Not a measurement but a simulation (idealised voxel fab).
Name of the process module below: voxel tone inversion
Displayed cross-section: cut, width of 265 nm, square cells sized 5 nm.
Square cells in a grid make up a cross-section in this document, and the grid is given as bands, listed from the top down, each one or more rows of cells.
Band: top and bottom heights (nm) first, top before bottom; then materials from left to right, widths in nm. "full width" marks a sole material filling the band edge to edge. "blank" denotes empty space.
The level at which height equals 0 is the one under which the wafer, as it arrives, is entirely one material. No lower edge exists for the bottom band, which continues downward and is notated as in "0 and below".
The two numbers in a width such as "30..40" mark its ends across the band: the first belongs to the top row of cells, the second to the bottom row, and from each row to the next the width moves by the same amount.
Step marked "nothing altered"? Then no cell in the cross-section changed in it.
In "Tabulated closed voids" the enclosed voids are listed, meaning empty spaces of 8 cells or larger without any opening to the top. The form is width x height at distance, distance from the left edge, units nm.
Read whatever lies past the settings on a step's line as the simulator's own remark about the step.
Each step line may optionally specify "overlay nm", which for a step with a mask gives the rightward distance between the mask's planned place and where it lay, a negative value indicating the leftward direction.
-- Intended process steps
1 op RECEIVE | material Si
2 op CONFORMAL_DEP | material SiCN | thk nm 10
3 op DIRECTIONAL_DEP | material polySi | thk nm 25
4 op PATTERN | tone cover | mask id POSTS | material resist | width nm 25 | pitch nm 40 | thk nm 35 | overlay nm -15
5 op DIRECTIONAL_ETCH | etch materials polySi | depth nm 25
6 op STRIP | etch materials resist
7 op FILL_DEP | material SiO2 | thk nm 10
8 op CMP | height nm 35
9 op STRIP | etch materials polySi
Heads up: all these wafers start the same, and what changes between them is the overlay nm in step 4. The value you see in the plan is just what the first wafer got.
-- So this is the first of several wafers, cross-sectioned as it came to us, meaning it's at the end of step 1
	0 and below: Si full width
	Tabulated closed voids: none
-- First of several wafers in cross-section at module end, following the final step, step 9
	35 down to 10: 65 SiO2 / 25 blank / 15 SiO2 / 25 blank / 15 SiO2 / 25 blank / 95 SiO2
	10 down to 0: SiCN full width
	0 and below: Si full width
	Tabulated closed voids: none
-- X-section, last wafer, module end
	35 down to 10: 95 SiO2 / 25 blank / 15 SiO2 / 25 blank / 15 SiO2 / 25 blank / 65 SiO2
	10 down to 0: SiCN full width
	0 and below: Si full width
	Tabulated closed voids: none
-- Heads up, this table goes wafer by wafer. A row tells you, at the end of the module, how many cells of each material that wafer has put on (+) or dropped (-) since it was received, and then its closed voids
overlay nm -15, +106 SiCN, +190 SiO2, Tabulated closed voids: none
overlay nm -10, +106 SiCN, +190 SiO2, Tabulated closed voids: none
overlay nm -5, +106 SiCN, +190 SiO2, Tabulated closed voids: none
overlay nm 0, +106 SiCN, +190 SiO2, Tabulated closed voids: none
overlay nm 5, +106 SiCN, +190 SiO2, Tabulated closed voids: none
overlay nm 10, +106 SiCN, +190 SiO2, Tabulated closed voids: none
overlay nm 15, +106 SiCN, +190 SiO2, Tabulated closed voids: none
